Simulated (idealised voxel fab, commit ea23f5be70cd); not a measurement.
Presented below is a process module, voxel local oxidation.
Xsec cut, 150 nm wide, square cell size 5 nm.
Cross-sections here: square-cell grids, written as top-down lists of bands, a band being one or more rows of cells. In this notation a band is specified by the heights of its top and bottom, in that order and in nm, after which its materials appear from left to right, each paired with its width in nm. The word "throughout" attached to a single material means that material fills the band from edge to edge; the word "blank" stands for empty space. The level at which height equals 0 is the one under which the wafer, as it arrives, is entirely one material. No lower edge exists for the bottom band, which continues downward and is notated as in "0 -> down". A two-number width, for instance "30->40", indicates that the width is equal to the first number in the top row of the band and to the second number in the bottom row, and that it changes by a constant amount per row of cells. "no change" means the step left every cell of the cross-section as it was. Entry "Closed void table". Content: empty spaces with no open connection to the top, size 8 cells or greater. Each: width x height at distance. Distance: from left edge. Unit: nm. Formally, on a step line, whatever follows the settings is a remark that the simulator itself makes on the step. "overlay nm" answers the question of how far to the right of plan the mask lay on a step that has a mask, and when it is negative the answer is to the left.
# The steps planned for the process are as follows
- 1: RECEIVE: material Si
- 2: OXIDIZE: depth nm 5
- 3: CONFORMAL_DEP: material SiN, thk nm 15
- 4: DIRECTIONAL_DEP: material aC, thk nm 15
- 5: PATTERN: tone cover, mask id ACTIVE, material resist, width nm 95, thk nm 30, overlay nm 0
- 6: DIRECTIONAL_ETCH: etch materials aC, depth nm 15
- 7: STRIP: etch materials resist
- 8: DIRECTIONAL_ETCH: etch materials SiN, depth nm 15
- 9: STRIP: etch materials aC
- 10: SELECTIVE_ETCH: etch materials SiO2, depth nm 5
- 11: OXIDIZE: depth nm 15
- 12: STRIP: etch materials SiN
# The first of two wafers, run as planned
# This is the cross-section of the wafer as we received it, i.e. after step 1
	0 -> down  Si throughout
	Closed void table: none
# State of the wafer after step 2, shown in cross-section
	0 -> -5  SiO2 throughout
	Beneath the level -5, the cross-section is identical to its previous state.
# State of the wafer after step 3, shown in cross-section
	15 -> 0  SiN throughout
	Beneath the level 0, the cross-section is identical to its previous state.
# State of the wafer after step 4, shown in cross-section
	30 -> 15  aC throughout
	Beneath the level 15, the cross-section is identical to its previous state.
# State of the wafer after step 5, shown in cross-section
	60 -> 30  blank: 25, then resist: 95, then blank: 30
	Beneath the level 30, the cross-section is identical to its previous state.
# State of the wafer after step 6, shown in cross-section
	45 -> 30  blank: 25, then resist: 95, then blank: 30
	30 -> 15  blank: 25, then aC: 95, then blank: 30
	Beneath the level 15, the cross-section is identical to its previous state.
# State of the wafer after step 7, shown in cross-section
	30 -> 15  blank: 25, then aC: 95, then blank: 30
	Beneath the level 15, the cross-section is identical to its previous state.
# State of the wafer after step 8, shown in cross-section
	30 -> 15  blank: 25, then aC: 95, then blank: 30
	15 -> 0  blank: 25, then SiN: 95, then blank: 30
	Beneath the level 0, the cross-section is identical to its previous state.
# State of the wafer after step 9, shown in cross-section
	15 -> 0  blank: 25, then SiN: 95, then blank: 30
	Beneath the level 0, the cross-section is identical to its previous state.
# State of the wafer after step 10, shown in cross-section
	15 -> 0  blank: 25, then SiN: 95, then blank: 30
	0 -> -5  blank: 30, then SiO2: 85, then blank: 35
	Beneath the level -5, the cross-section is identical to its previous state.
# State of the wafer after step 11, shown in cross-section
	15 -> 0  blank: 25, then SiN: 95, then blank: 30
	0 -> -5  blank: 30, then SiO2: 85, then blank: 35
	-5 -> -20  SiO2: 45, then Si: 55, then SiO2: 50
	Beneath the level -20, the cross-section is identical to its previous state.
# State of the wafer after step 12, shown in cross-section
	0 -> -5  blank: 30, then SiO2: 85, then blank: 35
	Beneath the level -5, the cross-section is identical to its previous state.
# Second wafer: same start and same plan as the first, one execution error; identical to the first through step 4
# Second wafer, cut view, end of step 5 per plan
	60 -> 30  resist: 25, then blank: 95, then resist: 30
	Beneath the level 30, the cross-section is identical to its previous state.
# Second wafer, cut view, end of step 6 per plan
	45 -> 30  resist: 25, then blank: 95, then resist: 30
	30 -> 15  aC: 25, then blank: 95, then aC: 30
	Beneath the level 15, the cross-section is identical to its previous state.
# Second wafer, cut view, end of step 7 per plan
	30 -> 15  aC: 25, then blank: 95, then aC: 30
	Beneath the level 15, the cross-section is identical to its previous state.
# Second wafer, cut view, end of step 8 per plan
	30 -> 15  aC: 25, then blank: 95, then aC: 30
	15 -> 0  SiN: 25, then blank: 95, then SiN: 30
	Beneath the level 0, the cross-section is identical to its previous state.
# Second wafer, cut view, end of step 9 per plan
	15 -> 0  SiN: 25, then blank: 95, then SiN: 30
	Beneath the level 0, the cross-section is identical to its previous state.
# Second wafer, cut view, end of step 10 per plan
	15 -> 0  SiN: 25, then blank: 95, then SiN: 30
	0 -> -5  SiO2: 20, then blank: 105, then SiO2: 25
	Beneath the level -5, the cross-section is identical to its previous state.
# Second wafer, cut view, end of step 11 per plan
	15 -> 0  SiN: 25, then blank: 95, then SiN: 30
	0 -> -5  SiO2: 20, then blank: 105, then SiO2: 25
	-5 -> -20  Si: 5, then SiO2: 135, then Si: 10
	Beneath the level -20, the cross-section is identical to its previous state.
# Second wafer, cut view, end of step 12 per plan
	0 -> -5  SiO2: 20, then blank: 105, then SiO2: 25
	Beneath the level -5, the cross-section is identical to its previous state.
Short version of what went wrong: not per plan at step 5, really ran PATTERN: tone open, mask id ACTIVE, material resist, width nm 95, thk nm 30, overlay nm 0
In the final state, the cell counts of the second wafer exceed or fall short of those of the first for the following materials: -24 Si; +16 SiO2
